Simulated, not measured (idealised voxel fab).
Process module under the name voxel transistor to metal
Displayed cross-section: cut, width of 250 nm, square cells sized 5 nm.
If you're reading a cross-section in this doc, picture square cells in a grid; it comes to you as bands, top ones listed first down to the bottom, and a band can be one or more rows of cells. Per band: top height and bottom height in nm, followed by the left-to-right materials and their widths in nm; "all across" marks a single material spanning edge to edge, "air" marks empty space. All heights in this document are referenced to 0, defined as the level beneath which the wafer, as received, consists entirely of one material. The lowest band is not bounded below; it extends indefinitely downward and is written in the form "0 and below". So if you see something like "30..40" for the width, read it as the top row of the band sitting at the first number and the bottom row at the second, with every row in between moving by the same amount as the last. Step marked "remained the same"? Then no cell in the cross-section changed in it. Closed void listing: empty space of 8 cells or more with no open way to the top, each as width x height at its distance from the left edge, in nm. It should be noted that, on the line of a given step, the content following the step's settings is a remark produced by the simulator itself with respect to that step. overlay nm: mask right of planned place by this much (step with mask). Neg. = left. If you're wondering how to read the rest of this, here's the deal. It's pairs of cross-sections: one from before a process step, one from after it. The after one is only drawn as far down as the lowest band that changed. Right under each pair you'll see which step sits between them and what its settings were. Don't read the pairs as one continuous story, though. They can come from different runs of this module on the same starting wafer, and a pair only carries on from the one above it where its entry headed "Before step" says so.

Before step
* 55 down to 40 = SiO2 25; air 20; SiO2 40; air 20; SiO2 45; air 20; SiO2 40; air 20; SiO2 20
* 40 down to 25 = SiO2 25; air 10; SiN 10; SiO2 5; SiCN 25; SiO2 5; SiN 10; air 15; SiO2 45; air 10; SiN 10; SiO2 5; SiCN 25; SiO2 5; SiN 10; air 15; SiO2 20
* 25 down to 5 = SiO2 25; air 10; SiN 10; SiO2 5; polySi 25; SiO2 5; SiN 10; air 15; SiO2 45; air 10; SiN 10; SiO2 5; polySi 25; SiO2 5; SiN 10; air 15; SiO2 20
* 5 down to 0 = SiO2 15; SiN 10; pSi 10; SiN 10; SiO2 5; polySi 25; SiO2 5; SiN 10; pSi 10; SiN 10; SiO2 30; SiN 10; pSi 10; SiN 10; SiO2 5; polySi 25; SiO2 5; SiN 10; pSi 10; SiN 10; SiO2 15
* 0 down to -5 = SiO2 25; pSi 10; SiO2 55; pSi 10; SiO2 50; pSi 10; SiO2 55; pSi 10; SiO2 25
* -5 down to -10 = SiO2 15; Si 10; pSi 10; Si 55; pSi 10; Si 10; SiO2 30; Si 10; pSi 10; Si 55; pSi 10; Si 10; SiO2 15
* -10 down to -25 = SiO2 15; Si 95; SiO2 30; Si 95; SiO2 15
* -25 and below = Si all across
* Closed void listing: none

State After Step
* 60 down to 55 = TiN 30; air 10; TiN 50; air 10; TiN 55; air 10; TiN 50; air 10; TiN 25
* 55 down to 45 = SiO2 25; TiN 5; air 10; TiN 5; SiO2 40; TiN 5; air 10; TiN 5; SiO2 45; TiN 5; air 10; TiN 5; SiO2 40; TiN 5; air 10; TiN 5; SiO2 20
* 45 down to 40 = SiO2 25; TiN 20; SiO2 40; TiN 10; air 5; TiN 5; SiO2 45; TiN 20; SiO2 40; TiN 10; air 5; TiN 5; SiO2 20
* 40 down to 25 = SiO2 25; TiN 10; SiN 10; SiO2 5; SiCN 25; SiO2 5; SiN 10; TiN 5; air 5; TiN 5; SiO2 45; TiN 10; SiN 10; SiO2 5; SiCN 25; SiO2 5; SiN 10; TiN 5; air 5; TiN 5; SiO2 20
* 25 down to 10 = SiO2 25; TiN 10; SiN 10; SiO2 5; polySi 25; SiO2 5; SiN 10; TiN 5; air 5; TiN 5; SiO2 45; TiN 10; SiN 10; SiO2 5; polySi 25; SiO2 5; SiN 10; TiN 5; air 5; TiN 5; SiO2 20
* 10 down to 5 = SiO2 25; TiN 10; SiN 10; SiO2 5; polySi 25; SiO2 5; SiN 10; TiN 15; SiO2 45; TiN 10; SiN 10; SiO2 5; polySi 25; SiO2 5; SiN 10; TiN 15; SiO2 20
* Under 5: no change, same as before.
* Closed void listing: none
Between before and after as drawn above: CONFORMAL_DEP [material TiN] [thk nm 5]

Before step: equal to the after panel directly above.

State After Step
* 65 down to 60 = Ru all across
* 60 down to 55 = TiN 30; Ru 10; TiN 50; Ru 10; TiN 55; Ru 10; TiN 50; Ru 10; TiN 25
* 55 down to 45 = SiO2 25; TiN 5; Ru 10; TiN 5; SiO2 40; TiN 5; Ru 10; TiN 5; SiO2 45; TiN 5; Ru 10; TiN 5; SiO2 40; TiN 5; Ru 10; TiN 5; SiO2 20
* 45 down to 40 = SiO2 25; TiN 20; SiO2 40; TiN 10; Ru 5; TiN 5; SiO2 45; TiN 20; SiO2 40; TiN 10; Ru 5; TiN 5; SiO2 20
* 40 down to 25 = SiO2 25; TiN 10; SiN 10; SiO2 5; SiCN 25; SiO2 5; SiN 10; TiN 5; Ru 5; TiN 5; SiO2 45; TiN 10; SiN 10; SiO2 5; SiCN 25; SiO2 5; SiN 10; TiN 5; Ru 5; TiN 5; SiO2 20
* 25 down to 10 = SiO2 25; TiN 10; SiN 10; SiO2 5; polySi 25; SiO2 5; SiN 10; TiN 5; Ru 5; TiN 5; SiO2 45; TiN 10; SiN 10; SiO2 5; polySi 25; SiO2 5; SiN 10; TiN 5; Ru 5; TiN 5; SiO2 20
* Under 10: no change, same as before.
* Closed void listing: none
Between before and after as drawn above: FILL_DEP [material Ru] [thk nm 5]

Before step: equal to the after panel directly above.

State After Step
* 55 down to 45 = SiO2 25; TiN 5; Ru 10; TiN 5; SiO2 40; TiN 5; Ru 10; TiN 5; SiO2 45; TiN 5; Ru 10; TiN 5; SiO2 40; TiN 5; Ru 10; TiN 5; SiO2 20
* Under 45: no change, same as before.
* Closed void listing: none
Between before and after as drawn above: CMP [height nm 55]

Before step: equal to the after panel directly above.

State After Step
* 60 down to 55 = TiN all across
* Under 55: no change, same as before.
* Closed void listing: none
Between before and after as drawn above: DIRECTIONAL_DEP [material TiN] [thk nm 5]

Before step: equal to the after panel directly above.

State After Step
* 85 down to 60 = Ru all across
* Under 60: no change, same as before.
* Closed void listing: none
Between before and after as drawn above: DIRECTIONAL_DEP [material Ru] [thk nm 25]

Before step: equal to the after panel directly above.

State After Step
* 85 down to 60 = air 20; Ru 15; air 55; Ru 15; air 40; Ru 15; air 55; Ru 15; air 20
* Under 60: no change, same as before.
* Closed void listing: none
Between before and after as drawn above: MASKED_ETCH [tone cover] [mask id METAL_1] [width nm 15] [etch materials Ru] [depth nm 25] [overlay nm 0]

Before step: equal to the after panel directly above.

State After Step
* 85 down to 60 = air 20; Ru 15; air 55; Ru 15; air 40; Ru 15; air 55; Ru 15; air 20
* 60 down to 55 = air 20; TiN 15; air 55; TiN 15; air 40; TiN 15; air 55; TiN 15; air 20
* Under 55: no change, same as before.
* Closed void listing: none
Between before and after as drawn above: MASKED_ETCH [tone cover] [mask id METAL_1] [width nm 15] [etch materials TiN] [depth nm 5] [overlay nm 0]

Before step: equal to the after panel directly above.

State After Step
* 90 down to 85 = air 15; SiN 25; air 45; SiN 25; air 30; SiN 25; air 45; SiN 25; air 15
* 85 down to 60 = air 15; SiN 5; Ru 15; SiN 5; air 45; SiN 5; Ru 15; SiN 5; air 30; SiN 5; Ru 15; SiN 5; air 45; SiN 5; Ru 15; SiN 5; air 15
* 60 down to 55 = SiN 20; TiN 15; SiN 55; TiN 15; SiN 40; TiN 15; SiN 55; TiN 15; SiN 20
* Under 55: no change, same as before.
* Closed void listing: none
Between before and after as drawn above: CONFORMAL_DEP [material SiN] [thk nm 5]

Before step: equal to the after panel directly above.

State After Step
* 100 down to 90 = lowk all across
* 90 down to 85 = lowk 15; SiN 25; lowk 45; SiN 25; lowk 30; SiN 25; lowk 45; SiN 25; lowk 15
* 85 down to 60 = lowk 15; SiN 5; Ru 15; SiN 5; lowk 45; SiN 5; Ru 15; SiN 5; lowk 30; SiN 5; Ru 15; SiN 5; lowk 45; SiN 5; Ru 15; SiN 5; lowk 15
* Under 60: no change, same as before.
* Closed void listing: none
Between before and after as drawn above: FILL_DEP [material lowk] [thk nm 10]

Before step: equal to the after panel directly above.

State After Step
* 85 down to 60 = lowk 15; SiN 5; Ru 15; SiN 5; lowk 45; SiN 5; Ru 15; SiN 5; lowk 30; SiN 5; Ru 15; SiN 5; lowk 45; SiN 5; Ru 15; SiN 5; lowk 15
* Under 60: no change, same as before.
* Closed void listing: none
Between before and after as drawn above: CMP [height nm 85]

Before step: equal to the after panel directly above.

State After Step
* 90 down to 85 = SiCN all across
* Under 85: no change, same as before.
* Closed void listing: none
Between before and after as drawn above: CONFORMAL_DEP [material SiCN] [thk nm 5]

Before step: equal to the after panel directly above.

State After Step
* 120 down to 90 = lowk all across
* Under 90: no change, same as before.
* Closed void listing: none
Between before and after as drawn above: DIRECTIONAL_DEP [material lowk] [thk nm 30]

Before step: equal to the after panel directly above.

State After Step
* 120 down to 100 = lowk 20; air 15; lowk 110; air 15; lowk 90
* Under 100: no change, same as before.
* Closed void listing: none
Between before and after as drawn above: MASKED_ETCH [tone open] [mask id METAL_2] [width nm 15] [pitch nm 125] [etch materials lowk] [depth nm 20] [overlay nm 0]

Before step: equal to the after panel directly above.

State After Step
* 135 down to 120 = aC 20; air 15; aC 110; air 15; aC 90
* 120 down to 115 = lowk 20; air 15; lowk 110; air 15; lowk 90
* 115 down to 100 = lowk 20; aC 15; lowk 110; aC 15; lowk 90
* Under 100: no change, same as before.
* Closed void listing: none
Between before and after as drawn above: DIRECTIONAL_DEP [material aC] [thk nm 15]

Before step: equal to the after panel directly above.

State After Step
* 165 down to 135 = resist 20; air 15; resist 110; air 15; resist 90
* Under 135: no change, same as before.
* Closed void listing: none
Between before and after as drawn above: PATTERN [tone open] [mask id METAL_2_HOLES] [material resist] [width nm 15] [pitch nm 125] [thk nm 30] [overlay nm 0]

Before step: equal to the after panel directly above.

State After Step
* 150 down to 135 = resist 20; air 15; resist 110; air 15; resist 90
* 135 down to 120 = aC 20; air 15; aC 110; air 15; aC 90
* 120 down to 100 = lowk 20; air 15; lowk 110; air 15; lowk 90
* Under 100: no change, same as before.
* Closed void listing: none
Between before and after as drawn above: DIRECTIONAL_ETCH [etch materials aC] [depth nm 15]

Before step: equal to the after panel directly above.

State After Step
* 135 down to 120 = aC 20; air 15; aC 110; air 15; aC 90
* Under 120: no change, same as before.
* Closed void listing: none
Between before and after as drawn above: STRIP [etch materials resist]

Before step: equal to the after panel directly above.

State After Step
* 135 down to 120 = aC 20; air 15; aC 110; air 15; aC 90
* 120 down to 90 = lowk 20; air 15; lowk 110; air 15; lowk 90
* Under 90: no change, same as before.
* Closed void listing: none
Between before and after as drawn above: DIRECTIONAL_ETCH [etch materials lowk] [depth nm 10]

Before step: equal to the after panel directly above.

State After Step
* 135 down to 120 = aC 20; air 15; aC 110; air 15; aC 90
* 120 down to 90 = lowk 20; air 15; lowk 110; air 15; lowk 90
* 90 down to 85 = SiCN 20; air 15; SiCN 110; air 15; SiCN 90
* Under 85: no change, same as before.
* Closed void listing: none
Between before and after as drawn above: DIRECTIONAL_ETCH [etch materials SiCN] [depth nm 5]

Before step: equal to the after panel directly above.

State After Step
* 120 down to 90 = lowk 20; air 15; lowk 110; air 15; lowk 90
* Under 90: no change, same as before.
* Closed void listing: none
Between before and after as drawn above: STRIP [etch materials aC]

Before step: equal to the after panel directly above.

State After Step
* 125 down to 120 = TiN 25; air 5; TiN 120; air 5; TiN 95
* 120 down to 90 = lowk 20; TiN 5; air 5; TiN 5; lowk 110; TiN 5; air 5; TiN 5; lowk 90
* 90 down to 85 = SiCN 20; TiN 15; SiCN 110; TiN 15; SiCN 90
* Under 85: no change, same as before.
* Closed void listing: none
Between before and after as drawn above: CONFORMAL_DEP [material TiN] [thk nm 5]

Before step: equal to the after panel directly above.

State After Step
* 130 down to 125 = Ru all across
* 125 down to 120 = TiN 25; Ru 5; TiN 120; Ru 5; TiN 95
* 120 down to 90 = lowk 20; TiN 5; Ru 5; TiN 5; lowk 110; TiN 5; Ru 5; TiN 5; lowk 90
* Under 90: no change, same as before.
* Closed void listing: none
Between before and after as drawn above: FILL_DEP [material Ru] [thk nm 5]

Before step: equal to the after panel directly above.

State After Step
* 120 down to 90 = lowk 20; TiN 5; Ru 5; TiN 5; lowk 110; TiN 5; Ru 5; TiN 5; lowk 90
* Under 90: no change, same as before.
* Closed void listing: none
Between before and after as drawn above: CMP [height nm 120]

Before step: equal to the after panel directly above.

State After Step
* 125 down to 120 = SiN all across
* Under 120: no change, same as before.
* Closed void listing: none
Between before and after as drawn above: CONFORMAL_DEP [material SiN] [thk nm 5]

Before step
* 120 down to 90 = lowk all across
* 90 down to 85 = SiCN all across
* 85 down to 60 = lowk 15; SiN 5; Ru 15; SiN 5; lowk 45; SiN 5; Ru 15; SiN 5; lowk 30; SiN 5; Ru 15; SiN 5; lowk 45; SiN 5; Ru 15; SiN 5; lowk 15
* 60 down to 55 = SiN 20; TiN 15; SiN 55; TiN 15; SiN 40; TiN 15; SiN 55; TiN 15; SiN 20
* 55 down to 45 = SiO2 20; TiN 5; Ru 15; TiN 5; SiO2 35; TiN 5; Ru 15; TiN 5; SiO2 40; TiN 5; Ru 15; TiN 5; SiO2 35; TiN 5; Ru 15; TiN 5; SiO2 20
* 45 down to 40 = SiO2 20; TiN 5; Ru 5; TiN 15; SiO2 35; TiN 15; Ru 5; TiN 5; SiO2 40; TiN 5; Ru 5; TiN 15; SiO2 35; TiN 15; Ru 5; TiN 5; SiO2 20
* 40 down to 25 = SiO2 20; TiN 5; Ru 5; TiN 5; SiN 10; SiO2 5; SiCN 25; SiO2 5; SiN 10; TiN 5; Ru 5; TiN 5; SiO2 40; TiN 5; Ru 5; TiN 5; SiN 10; SiO2 5; SiCN 25; SiO2 5; SiN 10; TiN 5; Ru 5; TiN 5; SiO2 20
* 25 down to 10 = SiO2 20; TiN 5; Ru 5; TiN 5; SiN 10; SiO2 5; polySi 25; SiO2 5; SiN 10; TiN 5; Ru 5; TiN 5; SiO2 40; TiN 5; Ru 5; TiN 5; SiN 10; SiO2 5; polySi 25; SiO2 5; SiN 10; TiN 5; Ru 5; TiN 5; SiO2 20
* 10 down to 5 = SiO2 20; TiN 15; SiN 10; SiO2 5; polySi 25; SiO2 5; SiN 10; TiN 15; SiO2 40; TiN 15; SiN 10; SiO2 5; polySi 25; SiO2 5; SiN 10; TiN 15; SiO2 20
* 5 down to 0 = SiO2 15; SiN 10; pSi 10; SiN 10; SiO2 5; polySi 25; SiO2 5; SiN 10; pSi 10; SiN 10; SiO2 30; SiN 10; pSi 10; SiN 10; SiO2 5; polySi 25; SiO2 5; SiN 10; pSi 10; SiN 10; SiO2 15
* 0 down to -5 = SiO2 25; pSi 10; SiO2 55; pSi 10; SiO2 50; pSi 10; SiO2 55; pSi 10; SiO2 25
* -5 down to -10 = SiO2 15; Si 10; pSi 10; Si 55; pSi 10; Si 10; SiO2 30; Si 10; pSi 10; Si 55; pSi 10; Si 10; SiO2 15
* -10 down to -25 = SiO2 15; Si 95; SiO2 30; Si 95; SiO2 15
* -25 and below = Si all across
* Closed void listing: none

State After Step
* 120 down to 100 = lowk 25; air 15; lowk 110; air 15; lowk 85
* Under 100: no change, same as before.
* Closed void listing: none
Between before and after as drawn above: MASKED_ETCH [tone open] [mask id METAL_2] [width nm 15] [pitch nm 125] [etch materials lowk] [depth nm 20] [overlay nm 5]

Before step: equal to the after panel directly above.

State After Step
* 135 down to 120 = aC 25; air 15; aC 110; air 15; aC 85
* 120 down to 115 = lowk 25; air 15; lowk 110; air 15; lowk 85
* 115 down to 100 = lowk 25; aC 15; lowk 110; aC 15; lowk 85
* Under 100: no change, same as before.
* Closed void listing: none
Between before and after as drawn above: DIRECTIONAL_DEP [material aC] [thk nm 15]

Before step: equal to the after panel directly above.

State After Step
* 165 down to 135 = resist 20; air 15; resist 110; air 15; resist 90
* 135 down to 120 = aC 25; air 10; resist 5; aC 110; air 10; resist 5; aC 85
* 120 down to 115 = lowk 25; air 10; resist 5; lowk 110; air 10; resist 5; lowk 85
* Under 115: no change, same as before.
* Closed void listing: none
Between before and after as drawn above: PATTERN [tone open] [mask id METAL_2_HOLES] [material resist] [width nm 15] [pitch nm 125] [thk nm 30] [overlay nm 0]

Before step: equal to the after panel directly above.

State After Step
* 150 down to 135 = resist 20; air 15; resist 110; air 15; resist 90
* 135 down to 120 = aC 20; air 15; resist 5; aC 105; air 15; resist 5; aC 85
* 120 down to 115 = lowk 25; air 10; resist 5; lowk 110; air 10; resist 5; lowk 85
* 115 down to 100 = lowk 25; air 10; aC 5; lowk 110; air 10; aC 5; lowk 85
* Under 100: no change, same as before.
* Closed void listing: none
Between before and after as drawn above: DIRECTIONAL_ETCH [etch materials aC] [depth nm 15]

Before step: equal to the after panel directly above.

State After Step
* 135 down to 120 = aC 20; air 20; aC 105; air 20; aC 85
* 120 down to 115 = lowk 25; air 15; lowk 110; air 15; lowk 85
* Under 115: no change, same as before.
* Closed void listing: none
Between before and after as drawn above: STRIP [etch materials resist]

Before step: equal to the after panel directly above.

State After Step
* 135 down to 120 = aC 20; air 20; aC 105; air 20; aC 85
* 120 down to 115 = lowk 20; air 20; lowk 105; air 20; lowk 85
* 115 down to 110 = lowk 20; air 15; aC 5; lowk 105; air 15; aC 5; lowk 85
* 110 down to 100 = lowk 25; air 10; aC 5; lowk 110; air 10; aC 5; lowk 85
* 100 down to 90 = lowk 25; air 10; lowk 115; air 10; lowk 90
* Under 90: no change, same as before.
* Closed void listing: none
Between before and after as drawn above: DIRECTIONAL_ETCH [etch materials lowk] [depth nm 10]

Before step: equal to the after panel directly above.

State After Step
* 135 down to 120 = aC 20; air 20; aC 105; air 20; aC 85
* 120 down to 115 = lowk 20; air 20; lowk 105; air 20; lowk 85
* 115 down to 110 = lowk 20; air 15; aC 5; lowk 105; air 15; aC 5; lowk 85
* 110 down to 100 = lowk 25; air 10; aC 5; lowk 110; air 10; aC 5; lowk 85
* 100 down to 90 = lowk 25; air 10; lowk 115; air 10; lowk 90
* 90 down to 85 = SiCN 25; air 10; SiCN 115; air 10; SiCN 90
* Under 85: no change, same as before.
* Closed void listing: none
Between before and after as drawn above: DIRECTIONAL_ETCH [etch materials SiCN] [depth nm 5]

Before step: equal to the after panel directly above.

State After Step
* 120 down to 110 = lowk 20; air 20; lowk 105; air 20; lowk 85
* 110 down to 100 = lowk 25; air 15; lowk 110; air 15; lowk 85
* Under 100: no change, same as before.
* Closed void listing: none
Between before and after as drawn above: STRIP [etch materials aC]

Before step: equal to the after panel directly above.

State After Step
* 125 down to 120 = TiN 25; air 10; TiN 115; air 10; TiN 90
* 120 down to 110 = lowk 20; TiN 5..10; air 10..5; TiN 5; lowk 105; TiN 5..10; air 10..5; TiN 5; lowk 85
* 110 down to 105 = lowk 25; TiN 5; air 5; TiN 5; lowk 110; TiN 5; air 5; TiN 5; lowk 85
* 105 down to 100 = lowk 25; TiN 15; lowk 110; TiN 15; lowk 85
* 100 down to 90 = lowk 25; TiN 10; lowk 115; TiN 10; lowk 90
* 90 down to 85 = SiCN 25; TiN 10; SiCN 115; TiN 10; SiCN 90
* Under 85: no change, same as before.
* Closed void listing: none
Between before and after as drawn above: CONFORMAL_DEP [material TiN] [thk nm 5]

Before step: equal to the after panel directly above.

State After Step
* 130 down to 125 = Ru all across
* 125 down to 120 = TiN 25; Ru 10; TiN 115; Ru 10; TiN 90
* 120 down to 110 = lowk 20; TiN 5..10; Ru 10..5; TiN 5; lowk 105; TiN 5..10; Ru 10..5; TiN 5; lowk 85
* 110 down to 105 = lowk 25; TiN 5; Ru 5; TiN 5; lowk 110; TiN 5; Ru 5; TiN 5; lowk 85
* Under 105: no change, same as before.
* Closed void listing: none
Between before and after as drawn above: FILL_DEP [material Ru] [thk nm 5]

Before step: equal to the after panel directly above.

State After Step
* 120 down to 110 = lowk 20; TiN 5..10; Ru 10..5; TiN 5; lowk 105; TiN 5..10; Ru 10..5; TiN 5; lowk 85
* Under 110: no change, same as before.
* Closed void listing: none
Between before and after as drawn above: CMP [height nm 120]

Before step: equal to the after panel directly above.

State After Step
* 125 down to 120 = SiN all across
* Under 120: no change, same as before.
* Closed void listing: none
Between before and after as drawn above: CONFORMAL_DEP [material SiN] [thk nm 5]

Before step
* 90 down to 85 = SiCN all across
* 85 down to 60 = lowk 15; SiN 5; Ru 15; SiN 5; lowk 45; SiN 5; Ru 15; SiN 5; lowk 30; SiN 5; Ru 15; SiN 5; lowk 45; SiN 5; Ru 15; SiN 5; lowk 15
* 60 down to 55 = SiN 20; TiN 15; SiN 55; TiN 15; SiN 40; TiN 15; SiN 55; TiN 15; SiN 20
* 55 down to 45 = SiO2 20; TiN 5; Ru 15; TiN 5; SiO2 35; TiN 5; Ru 15; TiN 5; SiO2 40; TiN 5; Ru 15; TiN 5; SiO2 35; TiN 5; Ru 15; TiN 5; SiO2 20
* 45 down to 40 = SiO2 20; TiN 5; Ru 5; TiN 15; SiO2 35; TiN 15; Ru 5; TiN 5; SiO2 40; TiN 5; Ru 5; TiN 15; SiO2 35; TiN 15; Ru 5; TiN 5; SiO2 20
* 40 down to 25 = SiO2 20; TiN 5; Ru 5; TiN 5; SiN 10; SiO2 5; SiCN 25; SiO2 5; SiN 10; TiN 5; Ru 5; TiN 5; SiO2 40; TiN 5; Ru 5; TiN 5; SiN 10; SiO2 5; SiCN 25; SiO2 5; SiN 10; TiN 5; Ru 5; TiN 5; SiO2 20
* 25 down to 10 = SiO2 20; TiN 5; Ru 5; TiN 5; SiN 10; SiO2 5; polySi 25; SiO2 5; SiN 10; TiN 5; Ru 5; TiN 5; SiO2 40; TiN 5; Ru 5; TiN 5; SiN 10; SiO2 5; polySi 25; SiO2 5; SiN 10; TiN 5; Ru 5; TiN 5; SiO2 20
* 10 down to 5 = SiO2 20; TiN 15; SiN 10; SiO2 5; polySi 25; SiO2 5; SiN 10; TiN 15; SiO2 40; TiN 15; SiN 10; SiO2 5; polySi 25; SiO2 5; SiN 10; TiN 15; SiO2 20
* 5 down to 0 = SiO2 15; SiN 10; pSi 10; SiN 10; SiO2 5; polySi 25; SiO2 5; SiN 10; pSi 10; SiN 10; SiO2 30; SiN 10; pSi 10; SiN 10; SiO2 5; polySi 25; SiO2 5; SiN 10; pSi 10; SiN 10; SiO2 15
* 0 down to -5 = SiO2 25; pSi 10; SiO2 55; pSi 10; SiO2 50; pSi 10; SiO2 55; pSi 10; SiO2 25
* -5 down to -10 = SiO2 15; Si 10; pSi 10; Si 55; pSi 10; Si 10; SiO2 30; Si 10; pSi 10; Si 55; pSi 10; Si 10; SiO2 15
* -10 down to -25 = SiO2 15; Si 95; SiO2 30; Si 95; SiO2 15
* -25 and below = Si all across
* Closed void listing: none

State After Step
* 120 down to 90 = Ru all across
* Under 90: no change, same as before.
* Closed void listing: none
Between before and after as drawn above: DIRECTIONAL_DEP [material Ru] [thk nm 30]

Before step: equal to the after panel directly above.

State After Step
* 135 down to 120 = aC all across
* Under 120: no change, same as before.
* Closed void listing: none
Between before and after as drawn above: DIRECTIONAL_DEP [material aC] [thk nm 15]

Before step: equal to the after panel directly above.

State After Step
* 165 down to 135 = resist 20; air 15; resist 110; air 15; resist 90
* Under 135: no change, same as before.
* Closed void listing: none
Between before and after as drawn above: PATTERN [tone open] [mask id METAL_2_HOLES] [material resist] [width nm 15] [pitch nm 125] [thk nm 30] [overlay nm 0]

Before step: equal to the after panel directly above.

State After Step
* 150 down to 135 = resist 20; air 15; resist 110; air 15; resist 90
* 135 down to 120 = aC 20; air 15; aC 110; air 15; aC 90
* Under 120: no change, same as before.
* Closed void listing: none
Between before and after as drawn above: DIRECTIONAL_ETCH [etch materials aC] [depth nm 15]

Before step: equal to the after panel directly above.

State After Step
* 135 down to 120 = aC 20; air 15; aC 110; air 15; aC 90
* Under 120: no change, same as before.
* Closed void listing: none
Between before and after as drawn above: STRIP [etch materials resist]

Before step: equal to the after panel directly above.

State After Step
* 120 down to 90 = Ru all across
* Under 90: no change, same as before.
* Closed void listing: none
Between before and after as drawn above: STRIP [etch materials aC]

Before step: equal to the after panel directly above.

State After Step
* 125 down to 120 = TiN all across
* Under 120: no change, same as before.
* Closed void listing: none
Between before and after as drawn above: CONFORMAL_DEP [material TiN] [thk nm 5]

Before step: equal to the after panel directly above.

State After Step
* 130 down to 125 = Ru all across
* Under 125: no change, same as before.
* Closed void listing: none
Between before and after as drawn above: FILL_DEP [material Ru] [thk nm 5]

Before step: equal to the after panel directly above.

State After Step
* 120 down to 90 = Ru all across
* Under 90: no change, same as before.
* Closed void listing: none
Between before and after as drawn above: CMP [height nm 120]

Before step: equal to the after panel directly above.

State After Step
* 125 down to 120 = SiN all across
* Under 120: no change, same as before.
* Closed void listing: none
Between before and after as drawn above: CONFORMAL_DEP [material SiN] [thk nm 5]

Before step
* 135 down to 120 = aC 20; air 15; aC 110; air 15; aC 90
* 120 down to 115 = lowk 20; air 15; lowk 110; air 15; lowk 90
* 115 down to 100 = lowk 20; aC 15; lowk 110; aC 15; lowk 90
* 100 down to 90 = lowk all across
* 90 down to 85 = SiCN all across
* 85 down to 60 = lowk 15; SiN 5; Ru 15; SiN 5; lowk 45; SiN 5; Ru 15; SiN 5; lowk 30; SiN 5; Ru 15; SiN 5; lowk 45; SiN 5; Ru 15; SiN 5; lowk 15
* 60 down to 55 = SiN 20; TiN 15; SiN 55; TiN 15; SiN 40; TiN 15; SiN 55; TiN 15; SiN 20
* 55 down to 45 = SiO2 20; TiN 5; Ru 15; TiN 5; SiO2 35; TiN 5; Ru 15; TiN 5; SiO2 40; TiN 5; Ru 15; TiN 5; SiO2 35; TiN 5; Ru 15; TiN 5; SiO2 20
* 45 down to 40 = SiO2 20; TiN 5; Ru 5; TiN 15; SiO2 35; TiN 15; Ru 5; TiN 5; SiO2 40; TiN 5; Ru 5; TiN 15; SiO2 35; TiN 15; Ru 5; TiN 5; SiO2 20
* 40 down to 25 = SiO2 20; TiN 5; Ru 5; TiN 5; SiN 10; SiO2 5; SiCN 25; SiO2 5; SiN 10; TiN 5; Ru 5; TiN 5; SiO2 40; TiN 5; Ru 5; TiN 5; SiN 10; SiO2 5; SiCN 25; SiO2 5; SiN 10; TiN 5; Ru 5; TiN 5; SiO2 20
* 25 down to 10 = SiO2 20; TiN 5; Ru 5; TiN 5; SiN 10; SiO2 5; polySi 25; SiO2 5; SiN 10; TiN 5; Ru 5; TiN 5; SiO2 40; TiN 5; Ru 5; TiN 5; SiN 10; SiO2 5; polySi 25; SiO2 5; SiN 10; TiN 5; Ru 5; TiN 5; SiO2 20
* 10 down to 5 = SiO2 20; TiN 15; SiN 10; SiO2 5; polySi 25; SiO2 5; SiN 10; TiN 15; SiO2 40; TiN 15; SiN 10; SiO2 5; polySi 25; SiO2 5; SiN 10; TiN 15; SiO2 20
* 5 down to 0 = SiO2 15; SiN 10; pSi 10; SiN 10; SiO2 5; polySi 25; SiO2 5; SiN 10; pSi 10; SiN 10; SiO2 30; SiN 10; pSi 10; SiN 10; SiO2 5; polySi 25; SiO2 5; SiN 10; pSi 10; SiN 10; SiO2 15
* 0 down to -5 = SiO2 25; pSi 10; SiO2 55; pSi 10; SiO2 50; pSi 10; SiO2 55; pSi 10; SiO2 25
* -5 down to -10 = SiO2 15; Si 10; pSi 10; Si 55; pSi 10; Si 10; SiO2 30; Si 10; pSi 10; Si 55; pSi 10; Si 10; SiO2 15
* -10 down to -25 = SiO2 15; Si 95; SiO2 30; Si 95; SiO2 15
* -25 and below = Si all across
* Closed void listing: none

State After Step
* 165 down to 135 = air 20; resist 15; air 110; resist 15; air 90
* 135 down to 120 = aC 20; resist 15; aC 110; resist 15; aC 90
* 120 down to 115 = lowk 20; resist 15; lowk 110; resist 15; lowk 90
* Under 115: no change, same as before.
* Closed void listing: none
Between before and after as drawn above: PATTERN [tone cover] [mask id METAL_2_HOLES] [material resist] [width nm 15] [pitch nm 125] [thk nm 30] [overlay nm 0]

Before step: equal to the after panel directly above.

State After Step
* 150 down to 120 = air 20; resist 15; air 110; resist 15; air 90
* Under 120: no change, same as before.
* Closed void listing: none
Between before and after as drawn above: DIRECTIONAL_ETCH [etch materials aC] [depth nm 15]

Before step: equal to the after panel directly above.

State After Step
* 120 down to 115 = lowk 20; air 15; lowk 110; air 15; lowk 90
* Under 115: no change, same as before.
* Closed void listing: none
Between before and after as drawn above: STRIP [etch materials resist]

Before step: equal to the after panel directly above.

State After Step
* 115 down to 110 = air 20; aC 15; air 110; aC 15; air 90
* Under 110: no change, same as before.
* Closed void listing: none
Between before and after as drawn above: DIRECTIONAL_ETCH [etch materials lowk] [depth nm 10]

Before step: equal to the after panel directly above.

State After Step
* 110 down to 100 = lowk 20; air 15; lowk 110; air 15; lowk 90
* Under 100: no change, same as before.
* Closed void listing: none
Between before and after as drawn above: STRIP [etch materials aC]

Before step: equal to the after panel directly above.

State After Step
* 115 down to 110 = TiN 25; air 5; TiN 120; air 5; TiN 95
* 110 down to 105 = lowk 20; TiN 5; air 5; TiN 5; lowk 110; TiN 5; air 5; TiN 5; lowk 90
* 105 down to 100 = lowk 20; TiN 15; lowk 110; TiN 15; lowk 90
* Under 100: no change, same as before.
* Closed void listing: none
Between before and after as drawn above: CONFORMAL_DEP [material TiN] [thk nm 5]
